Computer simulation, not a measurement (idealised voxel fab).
This is a process module. Its name is voxel quadruple lines.
For reference, the cross-section in this document is cut, with width 285 nm and square cells of 5 nm.
For the purposes of this document, a cross-section shall be understood as a grid of square cells, specified as bands listed in top-to-bottom order, each band consisting of one or more rows of cells. Basically the band line says how high the top is and how high the bottom is, in nm, and then what's in it from left to right, every material with its width in nm. Empty space shows up as "air", and if a single material carries "throughout" it runs the full band edge to edge. Heights are measured from 0, the level below which the as-received wafer is all one material; the lowest band has no bottom and continues downward, written as in "z 0 and below". It should be noted that a width expressed as "30->40" varies in equal increments from row to row of cells within the band, taking the value of the first number at the top row and that of the second number at the bottom row. Where the words "same as before" appear for a step, the cross-section shows no cell changed by that step; every cell remained as before. The entry titled "Fully enclosed voids" provides the empty spaces that have no open way to the top, restricted to those of 8 cells or more. Each is presented as width x height at distance, the distance being measured from the left edge, with all three in nm. What comes after the settings on a step's line is commentary from the simulator itself on that step. On any step carrying a mask, the "overlay nm" setting, if present on the step's line, tells how far right of its planned place the mask lay; negative values point to the left.
Planned process steps
| 1 | RECEIVE (material Si) |
| 2 | CONFORMAL_DEP (material SiO2; thk nm 10) |
| 3 | DIRECTIONAL_DEP (material W; thk nm 10) |
| 4 | DIRECTIONAL_DEP (material polySi; thk nm 20) |
| 5 | DIRECTIONAL_DEP (material aC; thk nm 20) |
| 6 | PATTERN (tone cover; mask id MANDREL; material resist; width nm 30; pitch nm 80; thk nm 25; overlay nm -15) |
| 7 | DIRECTIONAL_ETCH (etch materials aC; depth nm 20) |
| 8 | STRIP (etch materials resist) |
| 9 | CONFORMAL_DEP (material SiO2; thk nm 10) |
| 10 | DIRECTIONAL_ETCH (etch materials SiO2; depth nm 10) |
| 11 | STRIP (etch materials aC) |
| 12 | DIRECTIONAL_ETCH (etch materials polySi; depth nm 20) |
| 13 | STRIP (etch materials SiO2) |
| 14 | CONFORMAL_DEP (material SiCN; thk nm 10) |
| 15 | DIRECTIONAL_ETCH (etch materials SiCN; depth nm 10) |
| 16 | STRIP (etch materials polySi) |
| 17 | DIRECTIONAL_ETCH (etch materials W; depth nm 10) |
| 18 | STRIP (etch materials SiCN) |
Wafers differ in overlay nm at step 6; plan lists the first wafer's value; identical starting state.
Cross-section of the first of several received wafers, showing its state after step 1
  z 0 and below  Si throughout
  Fully enclosed voids: none
Below is a per-wafer table. In it, each row describes the wafer at the end of the module by giving, for each material, the number of cells gained (+) or lost (-) since the wafer was received, and after that the closed voids of the wafer
overlay nm -15, +114 SiO2, +32 W, Fully enclosed voids: none
overlay nm -10, +114 SiO2, +32 W, Fully enclosed voids: none
overlay nm -5, +114 SiO2, +32 W, Fully enclosed voids: none
overlay nm 0, +114 SiO2, +32 W, Fully enclosed voids: none
overlay nm 5, +114 SiO2, +32 W, Fully enclosed voids: none
overlay nm 10, +114 SiO2, +32 W, Fully enclosed voids: none
overlay nm 15, +114 SiO2, +32 W, Fully enclosed voids: none
